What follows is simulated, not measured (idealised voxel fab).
Documented hereafter: the process module known as voxel capacitor over wiring.
Xsec cut, 275 nm wide, square cell size 5 nm.
Think of the cross-section as a grid of square cells. We describe it in bands, top to bottom, and each band covers one or more rows of those cells.
The band entry comprises the height of the band's top followed by the height of its bottom, expressed in nm, and subsequently the band's materials from left to right, each stated together with its width in nm. Where a single material is marked with the word "edge to edge", that material fills the band from edge to edge. The word "empty" represents empty space.
For the purposes of this specification, 0 denotes the height below which the wafer in its as-received condition is composed wholly of one material, and the lowermost band, lacking a lower limit, extends downward without end, as expressed in "top 0, no bottom".
You'd read "30->40" like this: the band's top row of cells is as wide as the first number, its bottom row is as wide as the second, and going down, every row changes width by the same amount as the row before did.
A step reported as "nothing got changed" is a step in which no cell of the cross-section changed.
Basically, "Trapped voids" tells you about the enclosed voids: empty spaces with no open way to the top, 8 cells or bigger, each written width x height at distance, where distance is from the left edge, all in nm.
Read whatever lies past the settings on a step's line as the simulator's own remark about the step.
"overlay nm" denotes, for a step that has a mask, the displacement of the mask to the right of its planned place, with negative values corresponding to the left.
Process steps (planned)
| 1 | RECEIVE | material Si |
| 2 | CONFORMAL_DEP | material SiO2 | thk nm 10 |
| 3 | DIRECTIONAL_DEP | material TiN | thk nm 5 |
| 4 | DIRECTIONAL_DEP | material W | thk nm 15 |
| 5 | DIRECTIONAL_DEP | material aC | thk nm 15 |
| 6 | PATTERN | tone cover | mask id METAL_1 | material resist | width nm 25 | pitch nm 80 | thk nm 35 | overlay nm 0 |
| 7 | DIRECTIONAL_ETCH | etch materials aC | depth nm 15 |
| 8 | STRIP | etch materials resist |
| 9 | DIRECTIONAL_ETCH | etch materials W | depth nm 15 |
| 10 | DIRECTIONAL_ETCH | etch materials TiN | depth nm 5 |
| 11 | STRIP | etch materials aC |
| 12 | CONFORMAL_DEP | material SiCN | thk nm 5 |
| 13 | FILL_DEP | material SiO2 | thk nm 10 |
| 14 | CMP | height nm 30 |
| 15 | CONFORMAL_DEP | material SiCN | thk nm 5 |
| 16 | DIRECTIONAL_DEP | material SiO2 | thk nm 10 |
| 17 | MASKED_ETCH | tone open | mask id PLUG_1 | width nm 15 | etch materials SiO2 | depth nm 10 | overlay nm 0 |
| 18 | MASKED_ETCH | tone open | mask id PLUG_1 | width nm 15 | etch materials SiCN | depth nm 5 | overlay nm 0 |
| 19 | EPI | material Ru | thk nm 10 |
| 20 | EPI | material Ru | thk nm 5 |
| 21 | DIRECTIONAL_DEP | material TiN | thk nm 10 |
| 22 | DIRECTIONAL_DEP | material HfO2 | thk nm 5 |
| 23 | DIRECTIONAL_DEP | material TiN | thk nm 5 |
| 24 | DIRECTIONAL_DEP | material aC | thk nm 15 |
| 25 | PATTERN | tone cover | mask id UPPER_PLATE | material resist | width nm 60 | thk nm 30 | overlay nm 0 |
| 26 | DIRECTIONAL_ETCH | etch materials aC | depth nm 15 |
| 27 | STRIP | etch materials resist |
| 28 | DIRECTIONAL_ETCH | etch materials TiN | depth nm 5 |
| 29 | DIRECTIONAL_ETCH | etch materials HfO2 | depth nm 5 |
| 30 | STRIP | etch materials aC |
| 31 | MASKED_ETCH | tone cover | mask id LOWER_PLATE | width nm 70 | etch materials TiN | depth nm 10 | overlay nm 0 |
| 32 | FILL_DEP | material SiO2 | thk nm 20 |
| 33 | CMP | height nm 80 |
| 34 | DIRECTIONAL_DEP | material aC | thk nm 10 |
| 35 | PATTERN | tone open | mask id PLUG_2 | material resist | width nm 15 | thk nm 30 | overlay nm 0 |
| 36 | DIRECTIONAL_ETCH | etch materials aC | depth nm 10 |
| 37 | STRIP | etch materials resist |
| 38 | DIRECTIONAL_ETCH | etch materials SiO2 | depth nm 15 |
| 39 | STRIP | etch materials aC |
| 40 | CONFORMAL_DEP | material TiN | thk nm 5 |
| 41 | FILL_DEP | material W | thk nm 5 |
| 42 | CMP | height nm 80 |
| 43 | CONFORMAL_DEP | material SiCN | thk nm 5 |
Here's what the wafer looked like in cross-section when it arrived - that's after step 1
* top 0, no bottom | Si edge to edge
* Trapped voids: none
What the wafer looks like in cross-section after this module, when it starts as shown above and follows the plan above but one mistake is made in running it
* top 85, bottom 80 | SiCN edge to edge
* top 80, bottom 70 | SiO2 105->95 nm, then TiN 15->25 nm, then SiO2 155 nm
* top 70, bottom 65 | SiO2 95 nm, then HfO2 25 nm, then SiO2 155 nm
* top 65, bottom 60 | SiO2 90 nm, then TiN 65 nm, then SiO2 120 nm
* top 60, bottom 55 | SiO2 90 nm, then TiN 30 nm, then HfO2 35 nm, then SiO2 120 nm
* top 55, bottom 45 | SiO2 85 nm, then Ru 35 nm, then TiN 40 nm, then SiO2 115 nm
* top 45, bottom 35 | SiO2 95 nm, then Ru 15 nm, then SiO2 165 nm
* top 35, bottom 30 | SiCN 95 nm, then Ru 15 nm, then SiCN 165 nm
* top 30, bottom 15 | SiO2 80 nm, then SiCN 5 nm, then W 25 nm, then SiCN 5 nm, then SiO2 45 nm, then SiCN 5 nm, then W 25 nm, then SiCN 5 nm, then SiO2 80 nm
* top 15, bottom 10 | SiCN 85 nm, then TiN 25 nm, then SiCN 55 nm, then TiN 25 nm, then SiCN 85 nm
* top 10, bottom 0 | SiO2 edge to edge
* top 0, no bottom | Si edge to edge
* Trapped voids: none
Here's what went sideways: yeah, plan step 19 got run twice
